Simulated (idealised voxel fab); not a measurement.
Process module in this document: voxel trench capacitor
Cross-sectional view cut (width: 185 nm; square cell size: 5 nm).
Cross-section, as written here: a square-cell grid given band by band from the top down, where a band holds one or more rows of cells. This entry defines a band. It first specifies the height of the band's top and the height of its bottom in nm, and then specifies the band's materials from left to right, stating each material with its width in nm. The word "all across" identifies a single material that fills the band from edge to edge, while the word "blank" identifies empty space. We count height from 0. Below that, the starting wafer is all one material. The lowest band never ends at the bottom but goes on down; see "z 0 and below" for how that is written. Per-row width for "30->40": begins at first number (top row of band), ends at second number (bottom row), increment between rows held constant. "changes: none" for a step: no cell of the cross-section changed in that step. The list in "Fully enclosed voids" covers empty spaces of 8 cells or more that cannot reach the top through any open way, and it gives each as width x height at distance; the distance is from the left edge, and width, height and distance are in nm. Post-settings text on a step line: simulator's own remark regarding the step. Steps that use a mask can have "overlay nm" on their line. It says how far the mask sat to the right of where it was meant to be. Negative means to the left.
-- plan
1) RECEIVE with material Si
2) CONFORMAL_DEP with material SiN, thk nm 10
3) DIRECTIONAL_DEP with material aC, thk nm 15
4) PATTERN with tone open, mask id TRENCH, material resist, width nm 30, pitch nm 50, thk nm 35, overlay nm 0
5) DIRECTIONAL_ETCH with etch materials aC, depth nm 15
6) STRIP with etch materials resist
7) DIRECTIONAL_ETCH with etch materials SiN, depth nm 10
8) DIRECTIONAL_ETCH with etch materials Si, depth nm 25
9) STRIP with etch materials aC
10) CONFORMAL_DEP with material Al2O3, thk nm 5
11) CONFORMAL_DEP with material TiN, thk nm 5
12) FILL_DEP with material W, thk nm 5
13) CMP with height nm 10
-- The first of a set of two wafers, run to plan
-- Cross-section of the incoming wafer, state after step 1
    z 0 and below: Si all across
    Fully enclosed voids: none
-- Once step 2 is through, the wafer looks like this in cross-section
    z 10 to 0: SiN all across
    Anything lower than 0 is untouched.
-- Once step 3 is through, the wafer looks like this in cross-section
    z 25 to 10: aC all across
    Anything lower than 10 is untouched.
-- Once step 4 is through, the wafer looks like this in cross-section
    z 60 to 25: resist 50 nm | blank 30 nm | resist 20 nm | blank 30 nm | resist 55 nm
    Anything lower than 25 is untouched.
-- Once step 5 is through, the wafer looks like this in cross-section
    z 45 to 25: resist 50 nm | blank 30 nm | resist 20 nm | blank 30 nm | resist 55 nm
    z 25 to 10: aC 50 nm | blank 30 nm | aC 20 nm | blank 30 nm | aC 55 nm
    Anything lower than 10 is untouched.
-- Once step 6 is through, the wafer looks like this in cross-section
    z 25 to 10: aC 50 nm | blank 30 nm | aC 20 nm | blank 30 nm | aC 55 nm
    Anything lower than 10 is untouched.
-- Once step 7 is through, the wafer looks like this in cross-section
    z 25 to 10: aC 50 nm | blank 30 nm | aC 20 nm | blank 30 nm | aC 55 nm
    z 10 to 0: SiN 50 nm | blank 30 nm | SiN 20 nm | blank 30 nm | SiN 55 nm
    Anything lower than 0 is untouched.
-- Once step 8 is through, the wafer looks like this in cross-section
    z 25 to 10: aC 50 nm | blank 30 nm | aC 20 nm | blank 30 nm | aC 55 nm
    z 10 to 0: SiN 50 nm | blank 30 nm | SiN 20 nm | blank 30 nm | SiN 55 nm
    z 0 to -25: Si 50 nm | blank 30 nm | Si 20 nm | blank 30 nm | Si 55 nm
    Anything lower than -25 is untouched.
-- Once step 9 is through, the wafer looks like this in cross-section
    z 10 to 0: SiN 50 nm | blank 30 nm | SiN 20 nm | blank 30 nm | SiN 55 nm
    Anything lower than 0 is untouched.
-- Once step 10 is through, the wafer looks like this in cross-section
    z 15 to 10: Al2O3 55 nm | blank 20 nm | Al2O3 30 nm | blank 20 nm | Al2O3 60 nm
    z 10 to 0: SiN 50 nm | Al2O3 5 nm | blank 20 nm | Al2O3 5 nm | SiN 20 nm | Al2O3 5 nm | blank 20 nm | Al2O3 5 nm | SiN 55 nm
    z 0 to -20: Si 50 nm | Al2O3 5 nm | blank 20 nm | Al2O3 5 nm | Si 20 nm | Al2O3 5 nm | blank 20 nm | Al2O3 5 nm | Si 55 nm
    z -20 to -25: Si 50 nm | Al2O3 30 nm | Si 20 nm | Al2O3 30 nm | Si 55 nm
    Anything lower than -25 is untouched.
-- Once step 11 is through, the wafer looks like this in cross-section
    z 20 to 15: TiN 60 nm | blank 10 nm | TiN 40 nm | blank 10 nm | TiN 65 nm
    z 15 to 10: Al2O3 55 nm | TiN 5 nm | blank 10 nm | TiN 5 nm | Al2O3 30 nm | TiN 5 nm | blank 10 nm | TiN 5 nm | Al2O3 60 nm
    z 10 to 0: SiN 50 nm | Al2O3 5 nm | TiN 5 nm | blank 10 nm | TiN 5 nm | Al2O3 5 nm | SiN 20 nm | Al2O3 5 nm | TiN 5 nm | blank 10 nm | TiN 5 nm | Al2O3 5 nm | SiN 55 nm
    z 0 to -15: Si 50 nm | Al2O3 5 nm | TiN 5 nm | blank 10 nm | TiN 5 nm | Al2O3 5 nm | Si 20 nm | Al2O3 5 nm | TiN 5 nm | blank 10 nm | TiN 5 nm | Al2O3 5 nm | Si 55 nm
    z -15 to -20: Si 50 nm | Al2O3 5 nm | TiN 20 nm | Al2O3 5 nm | Si 20 nm | Al2O3 5 nm | TiN 20 nm | Al2O3 5 nm | Si 55 nm
    Anything lower than -20 is untouched.
-- Once step 12 is through, the wafer looks like this in cross-section
    z 25 to 20: W all across
    z 20 to 15: TiN 60 nm | W 10 nm | TiN 40 nm | W 10 nm | TiN 65 nm
    z 15 to 10: Al2O3 55 nm | TiN 5 nm | W 10 nm | TiN 5 nm | Al2O3 30 nm | TiN 5 nm | W 10 nm | TiN 5 nm | Al2O3 60 nm
    z 10 to 0: SiN 50 nm | Al2O3 5 nm | TiN 5 nm | W 10 nm | TiN 5 nm | Al2O3 5 nm | SiN 20 nm | Al2O3 5 nm | TiN 5 nm | W 10 nm | TiN 5 nm | Al2O3 5 nm | SiN 55 nm
    z 0 to -15: Si 50 nm | Al2O3 5 nm | TiN 5 nm | W 10 nm | TiN 5 nm | Al2O3 5 nm | Si 20 nm | Al2O3 5 nm | TiN 5 nm | W 10 nm | TiN 5 nm | Al2O3 5 nm | Si 55 nm
    Anything lower than -15 is untouched.
-- Once step 13 is through, the wafer looks like this in cross-section
    z 10 to 0: SiN 50 nm | Al2O3 5 nm | TiN 5 nm | W 10 nm | TiN 5 nm | Al2O3 5 nm | SiN 20 nm | Al2O3 5 nm | TiN 5 nm | W 10 nm | TiN 5 nm | Al2O3 5 nm | SiN 55 nm
    Anything lower than 0 is untouched.
-- Regarding the second of the two wafers: it shared the first wafer's starting condition and process plan, yet one error occurred during its execution. Its history coincides with that of the first wafer up to and including step 3
-- The second wafer in cross-section, at the planned close of step 4
    z 60 to 25: blank 50 nm | resist 30 nm | blank 20 nm | resist 30 nm | blank 55 nm
    Anything lower than 25 is untouched.
-- The second wafer in cross-section, at the planned close of step 5
    z 45 to 25: blank 50 nm | resist 30 nm | blank 20 nm | resist 30 nm | blank 55 nm
    z 25 to 10: blank 50 nm | aC 30 nm | blank 20 nm | aC 30 nm | blank 55 nm
    Anything lower than 10 is untouched.
-- The second wafer in cross-section, at the planned close of step 6
    z 25 to 10: blank 50 nm | aC 30 nm | blank 20 nm | aC 30 nm | blank 55 nm
    Anything lower than 10 is untouched.
-- The second wafer in cross-section, at the planned close of step 7
    z 25 to 10: blank 50 nm | aC 30 nm | blank 20 nm | aC 30 nm | blank 55 nm
    z 10 to 0: blank 50 nm | SiN 30 nm | blank 20 nm | SiN 30 nm | blank 55 nm
    Anything lower than 0 is untouched.
-- The second wafer in cross-section, at the planned close of step 8
    z 25 to 10: blank 50 nm | aC 30 nm | blank 20 nm | aC 30 nm | blank 55 nm
    z 10 to 0: blank 50 nm | SiN 30 nm | blank 20 nm | SiN 30 nm | blank 55 nm
    z 0 to -25: blank 50 nm | Si 30 nm | blank 20 nm | Si 30 nm | blank 55 nm
    Anything lower than -25 is untouched.
-- The second wafer in cross-section, at the planned close of step 9
    z 10 to 0: blank 50 nm | SiN 30 nm | blank 20 nm | SiN 30 nm | blank 55 nm
    Anything lower than 0 is untouched.
-- The second wafer in cross-section, at the planned close of step 10
    z 15 to 10: blank 45 nm | Al2O3 40 nm | blank 10 nm | Al2O3 40 nm | blank 50 nm
    z 10 to 0: blank 45 nm | Al2O3 5 nm | SiN 30 nm | Al2O3 5 nm | blank 10 nm | Al2O3 5 nm | SiN 30 nm | Al2O3 5 nm | blank 50 nm
    z 0 to -20: blank 45 nm | Al2O3 5 nm | Si 30 nm | Al2O3 5 nm | blank 10 nm | Al2O3 5 nm | Si 30 nm | Al2O3 5 nm | blank 50 nm
    z -20 to -25: Al2O3 50 nm | Si 30 nm | Al2O3 20 nm | Si 30 nm | Al2O3 55 nm
    Anything lower than -25 is untouched.
-- The second wafer in cross-section, at the planned close of step 11
    z 20 to 15: blank 40 nm | TiN 100 nm | blank 45 nm
    z 15 to 10: blank 40 nm | TiN 5 nm | Al2O3 40 nm | TiN 10 nm | Al2O3 40 nm | TiN 5 nm | blank 45 nm
    z 10 to 0: blank 40 nm | TiN 5 nm | Al2O3 5 nm | SiN 30 nm | Al2O3 5 nm | TiN 10 nm | Al2O3 5 nm | SiN 30 nm | Al2O3 5 nm | TiN 5 nm | blank 45 nm
    z 0 to -15: blank 40 nm | TiN 5 nm | Al2O3 5 nm | Si 30 nm | Al2O3 5 nm | TiN 10 nm | Al2O3 5 nm | Si 30 nm | Al2O3 5 nm | TiN 5 nm | blank 45 nm
    z -15 to -20: TiN 45 nm | Al2O3 5 nm | Si 30 nm | Al2O3 5 nm | TiN 10 nm | Al2O3 5 nm | Si 30 nm | Al2O3 5 nm | TiN 50 nm
    Anything lower than -20 is untouched.
-- The second wafer in cross-section, at the planned close of step 12
    z 25 to 20: W all across
    z 20 to 15: W 40 nm | TiN 100 nm | W 45 nm
    z 15 to 10: W 40 nm | TiN 5 nm | Al2O3 40 nm | TiN 10 nm | Al2O3 40 nm | TiN 5 nm | W 45 nm
    z 10 to 0: W 40 nm | TiN 5 nm | Al2O3 5 nm | SiN 30 nm | Al2O3 5 nm | TiN 10 nm | Al2O3 5 nm | SiN 30 nm | Al2O3 5 nm | TiN 5 nm | W 45 nm
    z 0 to -15: W 40 nm | TiN 5 nm | Al2O3 5 nm | Si 30 nm | Al2O3 5 nm | TiN 10 nm | Al2O3 5 nm | Si 30 nm | Al2O3 5 nm | TiN 5 nm | W 45 nm
    Anything lower than -15 is untouched.
-- The second wafer in cross-section, at the planned close of step 13
    z 10 to 0: W 40 nm | TiN 5 nm | Al2O3 5 nm | SiN 30 nm | Al2O3 5 nm | TiN 10 nm | Al2O3 5 nm | SiN 30 nm | Al2O3 5 nm | TiN 5 nm | W 45 nm
    Anything lower than 0 is untouched.
Against the plan, the run slipped here: step 4 did not use the planned setting and instead ran as PATTERN with tone cover, mask id TRENCH, material resist, width nm 30, pitch nm 50, thk nm 35, overlay nm 0
Looking at both finished wafers in cells, the second ends up ahead of or behind the first on some materials: 13 more of Al2O3; 65 fewer of Si; 26 fewer of SiN; 13 more of TiN; 65 more of W
